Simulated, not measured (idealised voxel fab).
Documented hereafter: the process module known as voxel fin reveal.
We display cut, a cross-section 160 nm in width whose square cells are each 5 nm.
The cross-sections in this document take the form of a grid made of square cells. They are written out as bands, in order from top to bottom. Each band consists of one or more rows of cells. Within each band entry, the heights of the top and of the bottom of the band appear first, in that order and in nm; the materials of the band then follow from left to right, each with its corresponding width in nm. The designation "everywhere" on a single material indicates that it fills the band from edge to edge; the designation "air" indicates empty space. Heights are measured from 0, the level below which the as-received wafer is all one material; the lowest band has no bottom and continues downward, written as in "z 0 and below". The two numbers in a width such as "30 to 40" mark its ends across the band: the first belongs to the top row of cells, the second to the bottom row, and from each row to the next the width moves by the same amount. Reading "left unchanged" for a step: not a cell of the cross-section changed in it. The list in "Unvented cavities" covers empty spaces of 8 cells or more that cannot reach the top through any open way, and it gives each as width x height at distance; the distance is from the left edge, and width, height and distance are in nm. Post-settings text on a step line: simulator's own remark regarding the step. overlay nm, on a step with a mask: how far to the right of its planned place the mask lay; to the left if negative.
**The process steps that were planned are listed below**
1: RECEIVE, material Si
2: CONFORMAL_DEP, material SiN, thk nm 10
3: DIRECTIONAL_DEP, material aC, thk nm 15
4: PATTERN, tone cover, mask id FINS, material resist, width nm 15, pitch nm 40, thk nm 35, overlay nm 0
5: DIRECTIONAL_ETCH, etch materials aC, depth nm 15
6: STRIP, etch materials resist
7: DIRECTIONAL_ETCH, etch materials SiN, depth nm 10
8: DIRECTIONAL_ETCH, etch materials Si, depth nm 30
9: STRIP, etch materials aC
10: FILL_DEP, material SiO2, thk nm 15
11: CMP, height nm 10
12: SELECTIVE_ETCH, etch materials SiO2, depth nm 25
13: STRIP, etch materials SiN
14: CONFORMAL_DEP, material HfO2, thk nm 5
**First of the two wafers, run per plan**
**Incoming wafer in cross-section (state: after step 1)**
- z 0 and below = Si everywhere
- Unvented cavities: none
**Sectional view: wafer, after step 2**
- z 10 to 0 = SiN everywhere
- Rest of section, below 0: as before.
**Sectional view: wafer, after step 3**
- z 25 to 10 = aC everywhere
- Rest of section, below 10: as before.
**Sectional view: wafer, after step 4**
- z 60 to 25 = air=30 / resist=15 / air=25 / resist=15 / air=25 / resist=15 / air=35
- Rest of section, below 25: as before.
**Sectional view: wafer, after step 5**
- z 45 to 25 = air=30 / resist=15 / air=25 / resist=15 / air=25 / resist=15 / air=35
- z 25 to 10 = air=30 / aC=15 / air=25 / aC=15 / air=25 / aC=15 / air=35
- Rest of section, below 10: as before.
**Sectional view: wafer, after step 6**
- z 25 to 10 = air=30 / aC=15 / air=25 / aC=15 / air=25 / aC=15 / air=35
- Rest of section, below 10: as before.
**Sectional view: wafer, after step 7**
- z 25 to 10 = air=30 / aC=15 / air=25 / aC=15 / air=25 / aC=15 / air=35
- z 10 to 0 = air=30 / SiN=15 / air=25 / SiN=15 / air=25 / SiN=15 / air=35
- Rest of section, below 0: as before.
**Sectional view: wafer, after step 8**
- z 25 to 10 = air=30 / aC=15 / air=25 / aC=15 / air=25 / aC=15 / air=35
- z 10 to 0 = air=30 / SiN=15 / air=25 / SiN=15 / air=25 / SiN=15 / air=35
- z 0 to -30 = air=30 / Si=15 / air=25 / Si=15 / air=25 / Si=15 / air=35
- Rest of section, below -30: as before.
**Sectional view: wafer, after step 9**
- z 10 to 0 = air=30 / SiN=15 / air=25 / SiN=15 / air=25 / SiN=15 / air=35
- Rest of section, below 0: as before.
**Sectional view: wafer, after step 10**
- z 25 to 10 = SiO2 everywhere
- z 10 to 0 = SiO2=30 / SiN=15 / SiO2=25 / SiN=15 / SiO2=25 / SiN=15 / SiO2=35
- z 0 to -30 = SiO2=30 / Si=15 / SiO2=25 / Si=15 / SiO2=25 / Si=15 / SiO2=35
- Rest of section, below -30: as before.
**Sectional view: wafer, after step 11**
- z 10 to 0 = SiO2=30 / SiN=15 / SiO2=25 / SiN=15 / SiO2=25 / SiN=15 / SiO2=35
- Rest of section, below 0: as before.
**Sectional view: wafer, after step 12**
- z 10 to 0 = air=30 / SiN=15 / air=25 / SiN=15 / air=25 / SiN=15 / air=35
- z 0 to -15 = air=30 / Si=15 / air=25 / Si=15 / air=25 / Si=15 / air=35
- Rest of section, below -15: as before.
**Sectional view: wafer, after step 13**
- z 0 to -15 = air=30 / Si=15 / air=25 / Si=15 / air=25 / Si=15 / air=35
- Rest of section, below -15: as before.
**Sectional view: wafer, after step 14**
- z 5 to 0 = air=25 / HfO2=25 / air=15 / HfO2=25 / air=15 / HfO2=25 / air=30
- z 0 to -10 = air=25 / HfO2=5 / Si=15 / HfO2=5 / air=15 / HfO2=5 / Si=15 / HfO2=5 / air=15 / HfO2=5 / Si=15 / HfO2=5 / air=30
- z -10 to -15 = HfO2=30 / Si=15 / HfO2=25 / Si=15 / HfO2=25 / Si=15 / HfO2=35
- Rest of section, below -15: as before.
**Now the other wafer: same start, same recipe, but we messed up one thing when running it. Up to and including step 10 it's the same as the first one**
Cross-section of the second wafer at the time step 11 of the plan should have ended: left unchanged
**Cross-section of the second wafer at the time step 12 of the plan should have ended**
- z 10 to 0 = air=30 / SiN=15 / air=25 / SiN=15 / air=25 / SiN=15 / air=35
- Rest of section, below 0: as before.
**Cross-section of the second wafer at the time step 13 of the plan should have ended**
- z 0 to -30 = SiO2=30 / Si=15 / SiO2=25 / Si=15 / SiO2=25 / Si=15 / SiO2=35
- Rest of section, below -30: as before.
**Cross-section of the second wafer at the time step 14 of the plan should have ended**
- z 5 to 0 = HfO2 everywhere
- Rest of section, below 0: as before.
What went wrong in running the wafer? step 11 of the plan did not run at all; it was left out
Final cells, second wafer relative to first, materials higher or lower: HfO2 -18 | SiO2 +69
